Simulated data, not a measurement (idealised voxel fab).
Process module heading - voxel released beams
The cross-section shown here is cut; it is 290 nm wide and divided into square cells measuring 5 nm on a side.
Just so we're on the same page, the cross-sections are grids of square cells, and they're listed out in bands top to bottom, each band one or more rows deep.
This entry defines a band. It first specifies the height of the band's top and the height of its bottom in nm, and then specifies the band's materials from left to right, stating each material with its width in nm. The word "everywhere" identifies a single material that fills the band from edge to edge, while the word "air" identifies empty space.
Convention: height 0 is the level below which the wafer, as received, is all one material. The lowest band does not terminate at the bottom but continues downward, represented as "top 0, no bottom".
Think of "30 to 40" as a width that walks from the first number to the second as you go down the band, top row to bottom row, taking equal-sized steps from row to row.
"everything unchanged" (step): cross-section cells unchanged, all of them.
In the "Enclosed cavities" entry, you get each enclosed empty space of 8 cells or more, one with no open way to the top, written width x height at distance, distance from the left edge, in nm.
Heads up: the bit after the settings on a step's line is the simulator's remark on that step.
When a step includes a mask, the "overlay nm" setting on its line states how far to the right of its planned place that mask lay, and negative values state how far to the left.

[Listed below are the process steps as planned]
1) RECEIVE, material Si
2) CONFORMAL_DEP, material SiN, thk nm 5
3) DIRECTIONAL_DEP, material SiO2, thk nm 15
4) DIRECTIONAL_DEP, material aC, thk nm 10
5) PATTERN, tone open, mask id ANCHOR, material resist, width nm 35, thk nm 25, overlay nm 0
6) DIRECTIONAL_ETCH, etch materials aC, depth nm 10
7) STRIP, etch materials resist
8) DIRECTIONAL_ETCH, etch materials SiO2, depth nm 15
9) STRIP, etch materials aC
10) CONFORMAL_DEP, material TiN, thk nm 15
11) PATTERN, tone cover, mask id BEAM, material resist, width nm 95, thk nm 20, overlay nm 0
12) DIRECTIONAL_ETCH, etch materials TiN, depth nm 15
13) STRIP, etch materials resist
14) STRIP, etch materials SiO2

[Cross-section: wafer on arrival = after step 1]
- top 0, no bottom  Si everywhere
- Enclosed cavities: none

[Same starting wafer, same plan as above, one mistake in the execution; this is the cross-section at the end of the module]
- top 35, bottom 20  95 of air | 95 of TiN | 100 of air
- top 20, bottom 5  105 of air | 30 of TiN | 155 of air
- top 5, bottom 0  SiN everywhere
- top 0, no bottom  Si everywhere
- Enclosed cavities: none
What was the processing mistake? in deviation from the planned setting, step 5 was conducted as PATTERN, tone open, mask id ANCHOR, material resist, width nm 30, thk nm 25, overlay nm 0
